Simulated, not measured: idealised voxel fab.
Presented below is a process module, voxel tone inversion.
255 nm wide, 5 nm square cells: that's cross-section cut.
Think of the cross-section as a grid of square cells. We describe it in bands, top to bottom, and each band covers one or more rows of those cells.
Each band's line starts with the height of the band's top and of its bottom, in nm. Then come its materials from left to right, each with its width in nm. One material with "everywhere" fills the band from edge to edge. "empty" is empty space.
Where do heights start? At 0: under that level the wafer as delivered is made of one material only. And the lowest band has no floor; it just carries on downward, as in "0 and below".
The notation "30..40" denotes a width that varies across the rows of cells in the band, beginning at the first number in the top row, finishing at the second number in the bottom row, and changing by an identical amount from each row to the next.
Given "nothing altered" for a step, no cell of the cross-section differs between before and after that step.
You'll see "Entrapped voids" listing empty spaces that have no way open to the top, as long as they're 8 cells or more; the notation is width x height at distance, where the distance is from the left edge, and all of it is in nm.
What comes after the settings on a step's line is commentary from the simulator itself on that step.
The optional step-line setting "overlay nm" applies to steps with a mask and quantifies how far to the right of its planned location the mask lay, a negative value indicating leftward placement.
**So here's the lineup of process steps we planned**
1) RECEIVE: material Si
2) CONFORMAL_DEP: material SiN, thk nm 5
3) DIRECTIONAL_DEP: material polySi, thk nm 15
4) PATTERN: tone cover, mask id POSTS, material resist, width nm 25, pitch nm 40, thk nm 25, overlay nm -15
5) DIRECTIONAL_ETCH: etch materials polySi, depth nm 15
6) STRIP: etch materials resist
7) FILL_DEP: material lowk, thk nm 5
8) CMP: height nm 20
9) STRIP: etch materials polySi
10) CONFORMAL_DEP: material TiN, thk nm 5
11) FILL_DEP: material Cu, thk nm 10
12) CMP: height nm 20
13) CONFORMAL_DEP: material SiN, thk nm 5
Every wafer here starts from the same state; it is the step 4 overlay nm that distinguishes them, and the value the plan gives belongs to the first wafer.
**Step 1 complete: as-received cross-section of the first of several wafers**
	0 and below: Si everywhere
	Entrapped voids: none
**Table: wafers, a row each; end-of-module cell change per material since receipt, gain (+), loss (-); then closed voids**
overlay nm -15; +12 Cu; +102 SiN; +18 TiN; +123 lowk; Entrapped voids: none
overlay nm -10; +12 Cu; +102 SiN; +18 TiN; +123 lowk; Entrapped voids: none
overlay nm -5; +12 Cu; +102 SiN; +18 TiN; +123 lowk; Entrapped voids: none
overlay nm 0; +12 Cu; +102 SiN; +18 TiN; +123 lowk; Entrapped voids: none
overlay nm 5; +12 Cu; +102 SiN; +18 TiN; +123 lowk; Entrapped voids: none
overlay nm 10; +12 Cu; +102 SiN; +18 TiN; +123 lowk; Entrapped voids: none
overlay nm 15; +12 Cu; +102 SiN; +18 TiN; +123 lowk; Entrapped voids: none
